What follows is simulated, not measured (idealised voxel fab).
The process module that follows is named voxel transistor to metal.
cross-section cut | 180 nm wide | cells 5 nm
Cross-section = grid of square cells, listed top down in bands; band = one or more rows. Heads up on the band format: heights come first, top then bottom, in nm. After that it's the materials left to right, each with its width in nm. A single material flagged "everywhere" fills the whole band edge to edge, and "empty" means there's empty space there. Heights from 0 (as-received wafer is one material below). Bottom band endless downward, as "0 down". Width: "30->40" (first number = top row, second number = bottom row, same change from row to row of cells). A step reported as "remained the same" is a step in which no cell of the cross-section changed. "Sealed void listing": empty spaces of 8 cells or more with no open way to the top, each given as width x height at distance, distance from the left edge, all in nm. Anything after a step's settings on that line? It's the simulator's own note about the step. Among the settings permitted on a step's line is "overlay nm"; applied to a step with a mask, it specifies the extent to which the mask lay to the right of its planned position, whereas a negative figure signifies a position to the left.

The steps planned for the process are as follows:
1,op RECEIVE | material Si
2,op OXIDIZE | depth nm 5
3,op CONFORMAL_DEP | material SiN | thk nm 10
4,op DIRECTIONAL_DEP | material aC | thk nm 15
5,op PATTERN | tone cover | mask id ACTIVE | material resist | width nm 125 | thk nm 35 | overlay nm 0
6,op DIRECTIONAL_ETCH | etch materials aC | depth nm 15
7,op STRIP | etch materials resist
8,op DIRECTIONAL_ETCH | etch materials SiN | depth nm 10
9,op DIRECTIONAL_ETCH | etch materials SiO2 | depth nm 5
10,op DIRECTIONAL_ETCH | etch materials Si | depth nm 35
11,op STRIP | etch materials aC
12,op OXIDIZE | depth nm 5
13,op FILL_DEP | material SiO2 | thk nm 5
14,op CMP | height nm 10
15,op SELECTIVE_ETCH | etch materials SiO2 | depth nm 5
16,op STRIP | etch materials SiN
17,op SELECTIVE_ETCH | etch materials SiO2 | depth nm 5
18,op OXIDIZE | depth nm 5
19,op DIRECTIONAL_DEP | material polySi | thk nm 25
20,op DIRECTIONAL_DEP | material SiCN | thk nm 15
21,op DIRECTIONAL_DEP | material aC | thk nm 10
22,op PATTERN | tone cover | mask id GATE | material resist | width nm 35 | thk nm 30 | overlay nm 0
23,op DIRECTIONAL_ETCH | etch materials aC | depth nm 10
24,op STRIP | etch materials resist
25,op DIRECTIONAL_ETCH | etch materials SiCN | depth nm 25
26,op DIRECTIONAL_ETCH | etch materials polySi | depth nm 35
27,op STRIP | etch materials aC
28,op CONFORMAL_DEP | material SiN | thk nm 5
29,op DIRECTIONAL_ETCH | etch materials SiN | depth nm 5
30,op DIRECTIONAL_ETCH | etch materials SiO2 | depth nm 5
31,op DIRECTIONAL_ETCH | etch materials Si | depth nm 5
32,op EPI | material pSi | thk nm 10
33,op FILL_DEP | material SiO2 | thk nm 10
34,op CMP | height nm 20
35,op STRIP | etch materials polySi
36,op SELECTIVE_ETCH | etch materials SiO2 | depth nm 5
37,op CONFORMAL_DEP | material HfO2 | thk nm 5
38,op CONFORMAL_DEP | material TiN | thk nm 5
39,op FILL_DEP | material W | thk nm 10
40,op CMP | height nm 15
41,op DIRECTIONAL_DEP | material SiO2 | thk nm 10
42,op MASKED_ETCH | tone open | mask id CONTACT | width nm 15 | pitch nm 90 | etch materials SiO2 | depth nm 30 | overlay nm 0
43,op CONFORMAL_DEP | material TiN | thk nm 5
44,op FILL_DEP | material W | thk nm 5
45,op CMP | height nm 25
46,op CONFORMAL_DEP | material SiN | thk nm 5
47,op DIRECTIONAL_DEP | material lowk | thk nm 20
48,op PATTERN | tone open | mask id METAL_1 | material resist | width nm 15 | pitch nm 90 | thk nm 15 | overlay nm 0
49,op DIRECTIONAL_ETCH | etch materials lowk | depth nm 20
50,op DIRECTIONAL_ETCH | etch materials SiN | depth nm 5
51,op STRIP | etch materials resist
52,op CONFORMAL_DEP | material TiN | thk nm 5
53,op FILL_DEP | material Cu | thk nm 5
54,op CMP | height nm 50
55,op EPI | material Ru | thk nm 5
56,op FILL_DEP | material SiCN | thk nm 5

Wafer cross-section on receipt, i.e. after step 1:
* 0 down = Si everywhere
* Sealed void listing: none

End-of-module cross-section. Starting structure and process plan as above; one mistake made in running it:
* 60 to 55 = SiCN everywhere
* 55 to 50 = SiCN: 30 | Ru: 25 | SiCN: 65 | Ru: 25 | SiCN: 35
* 50 to 30 = lowk: 35 | TiN: 5 | Cu: 5 | TiN: 5 | lowk: 75 | TiN: 5 | Cu: 5 | TiN: 5 | lowk: 40
* 30 to 25 = SiN: 35 | TiN: 15 | SiN: 75 | TiN: 15 | SiN: 40
* 25 to 15 = SiO2: 35 | TiN: 5 | W: 5 | TiN: 5 | SiO2: 75 | TiN: 5 | W: 5 | TiN: 5 | SiO2: 40
* 15 to 0 = SiO2: 35 | TiN: 5 | W: 5 | TiN: 5 | SiO2: 15 | SiN: 5 | TiN: 5 | HfO2: 5 | W: 15 | HfO2: 5 | TiN: 5 | SiN: 5 | SiO2: 15 | TiN: 5 | W: 5 | TiN: 5 | SiO2: 40
* 0 to -5 = SiO2: 20 | SiN: 5 | SiO2: 10 | TiN: 15 | SiO2: 5 | pSi: 10 | SiN: 5 | TiN: 5 | HfO2: 25 | TiN: 5 | SiN: 5 | pSi: 10 | SiO2: 5 | TiN: 15 | SiO2: 10 | SiN: 5 | SiO2: 25
* -5 to -10 = SiO2: 25 | pSi: 40 | TiN: 45 | pSi: 40 | SiO2: 30
* -10 to -15 = SiO2: 30 | pSi: 35 | Si: 45 | pSi: 35 | SiO2: 35
* -15 to -45 = SiO2: 30 | Si: 115 | SiO2: 35
* -45 down = Si everywhere
* Sealed void listing: none
Nonconformance to the process plan: order of steps 37 and 38 inverted relative to the plan
